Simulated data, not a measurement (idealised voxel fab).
Herein follows the process module entitled voxel self aligned vias.
The cross-section on display is named cut; it measures 210 nm wide, and its cells are 5 nm squares.
Heads up, the way a cross-section reads in here is a grid of square cells, handed over as bands from the top down, with every band being one or more rows of cells.
The entry gives the band's vertical extent as a top height and a bottom height in nm, then its horizontal make-up as materials from left to right, each with a width in nm. "air" stands for empty space; a single material marked "throughout" fills the band edge to edge.
Heads up on the height convention: 0 is the point under which the incoming wafer is all one material, and the lowest band has no bottom, it just keeps going down, like "0 and below".
It should be noted that a width expressed as "30->40" varies in equal increments from row to row of cells within the band, taking the value of the first number at the top row and that of the second number at the bottom row.
The designation "same as before", where it is given for a processing step, indicates that no cell of the cross-section was altered in the course of that step.
Reported under the label "Enclosed internal voids" are the empty spaces having no open way to the top and comprising 8 cells or more; the notation for each is width x height at distance, in which the distance is measured from the left edge and all three values are in nm.
Read whatever lies past the settings on a step's line as the simulator's own remark about the step.
If you see "overlay nm" on a step's line and that step has a mask, it's telling you how far right of where it was planned the mask ended up; a negative number means it went left instead.
-- plan
1: RECEIVE with material Si
2: CONFORMAL_DEP with material SiO2, thk nm 10
3: CONFORMAL_DEP with material SiCN, thk nm 5
4: DIRECTIONAL_DEP with material lowk, thk nm 25
5: MASKED_ETCH with tone open, mask id LINES, width nm 30, pitch nm 60, etch materials lowk, depth nm 25, overlay nm -15
6: CONFORMAL_DEP with material TiN, thk nm 5
7: FILL_DEP with material W, thk nm 10
8: CMP with height nm 40
9: SELECTIVE_ETCH with etch materials W Ru TiN, depth nm 10
10: FILL_DEP with material SiN, thk nm 10
11: CMP with height nm 40
12: DIRECTIONAL_DEP with material lowk, thk nm 20
13: MASKED_ETCH with tone open, mask id VIAS, width nm 40, pitch nm 60, etch materials lowk, depth nm 20, overlay nm 0
14: MASKED_ETCH with tone open, mask id VIAS, width nm 40, pitch nm 60, etch materials SiN, depth nm 10, overlay nm 0
15: CONFORMAL_DEP with material TiN, thk nm 5
16: FILL_DEP with material Ru, thk nm 5
17: CMP with height nm 60
18: CONFORMAL_DEP with material SiN, thk nm 5
Split variable: overlay nm, step 5. Plan value = first wafer. Wafers start alike.
-- So this is the first of several wafers, cross-sectioned as it came to us, meaning it's at the end of step 1
	0 and below = Si throughout
	Enclosed internal voids: none
-- Quick look at the cross-section of the first of several wafers after step 18, which wraps up the module
	65 down to 60 = SiN throughout
	60 down to 45 = lowk: 25; TiN: 5; Ru: 30; TiN: 5; lowk: 20; TiN: 5; Ru: 30; TiN: 5; lowk: 20; TiN: 5; Ru: 30; TiN: 5; lowk: 25
	45 down to 40 = lowk: 25; TiN: 5; Ru: 10; TiN: 25; lowk: 20; TiN: 5; Ru: 10; TiN: 25; lowk: 20; TiN: 5; Ru: 10; TiN: 25; lowk: 25
	40 down to 35 = lowk: 15; SiN: 10; TiN: 5; Ru: 10; TiN: 5; lowk: 30; SiN: 10; TiN: 5; Ru: 10; TiN: 5; lowk: 30; SiN: 10; TiN: 5; Ru: 10; TiN: 5; lowk: 45
	35 down to 30 = lowk: 15; SiN: 10; TiN: 20; lowk: 30; SiN: 10; TiN: 20; lowk: 30; SiN: 10; TiN: 20; lowk: 45
	30 down to 20 = lowk: 15; TiN: 5; W: 20; TiN: 5; lowk: 30; TiN: 5; W: 20; TiN: 5; lowk: 30; TiN: 5; W: 20; TiN: 5; lowk: 45
	20 down to 15 = lowk: 15; TiN: 30; lowk: 30; TiN: 30; lowk: 30; TiN: 30; lowk: 45
	15 down to 10 = SiCN throughout
	10 down to 0 = SiO2 throughout
	0 and below = Si throughout
	Enclosed internal voids: none
-- Cross-sectional depiction of the last of several wafers upon completion of the module
	65 down to 60 = SiN throughout
	60 down to 45 = lowk: 25; TiN: 5; Ru: 30; TiN: 5; lowk: 20; TiN: 5; Ru: 30; TiN: 5; lowk: 20; TiN: 5; Ru: 30; TiN: 5; lowk: 25
	45 down to 40 = lowk: 25; TiN: 25; Ru: 10; TiN: 5; lowk: 20; TiN: 25; Ru: 10; TiN: 5; lowk: 20; TiN: 25; Ru: 10; TiN: 5; lowk: 25
	40 down to 35 = lowk: 45; TiN: 5; Ru: 10; TiN: 5; SiN: 10; lowk: 30; TiN: 5; Ru: 10; TiN: 5; SiN: 10; lowk: 30; TiN: 5; Ru: 10; TiN: 5; SiN: 10; lowk: 15
	35 down to 30 = lowk: 45; TiN: 20; SiN: 10; lowk: 30; TiN: 20; SiN: 10; lowk: 30; TiN: 20; SiN: 10; lowk: 15
	30 down to 20 = lowk: 45; TiN: 5; W: 20; TiN: 5; lowk: 30; TiN: 5; W: 20; TiN: 5; lowk: 30; TiN: 5; W: 20; TiN: 5; lowk: 15
	20 down to 15 = lowk: 45; TiN: 30; lowk: 30; TiN: 30; lowk: 30; TiN: 30; lowk: 15
	15 down to 10 = SiCN throughout
	10 down to 0 = SiO2 throughout
	0 and below = Si throughout
	Enclosed internal voids: none
-- The table below has one row for each wafer; a row shows, as of the end of the module, how many cells of each material the wafer has gained, marked (+), or lost, marked (-), since it was received, and then the wafer's closed voids
overlay nm -15 | +66 Ru | +42 SiCN | +54 SiN | +84 SiO2 | +84 TiN | +24 W | +192 lowk | Enclosed internal voids: none
overlay nm -10 | +72 Ru | +42 SiCN | +48 SiN | +84 SiO2 | +84 TiN | +24 W | +192 lowk | Enclosed internal voids: none
overlay nm -5 | +78 Ru | +42 SiCN | +42 SiN | +84 SiO2 | +84 TiN | +24 W | +192 lowk | Enclosed internal voids: none
overlay nm 0 | +78 Ru | +42 SiCN | +42 SiN | +84 SiO2 | +84 TiN | +24 W | +192 lowk | Enclosed internal voids: none
overlay nm 5 | +78 Ru | +42 SiCN | +42 SiN | +84 SiO2 | +84 TiN | +24 W | +192 lowk | Enclosed internal voids: none
overlay nm 10 | +72 Ru | +42 SiCN | +48 SiN | +84 SiO2 | +84 TiN | +24 W | +192 lowk | Enclosed internal voids: none
overlay nm 15 | +66 Ru | +42 SiCN | +54 SiN | +84 SiO2 | +84 TiN | +24 W | +192 lowk | Enclosed internal voids: none
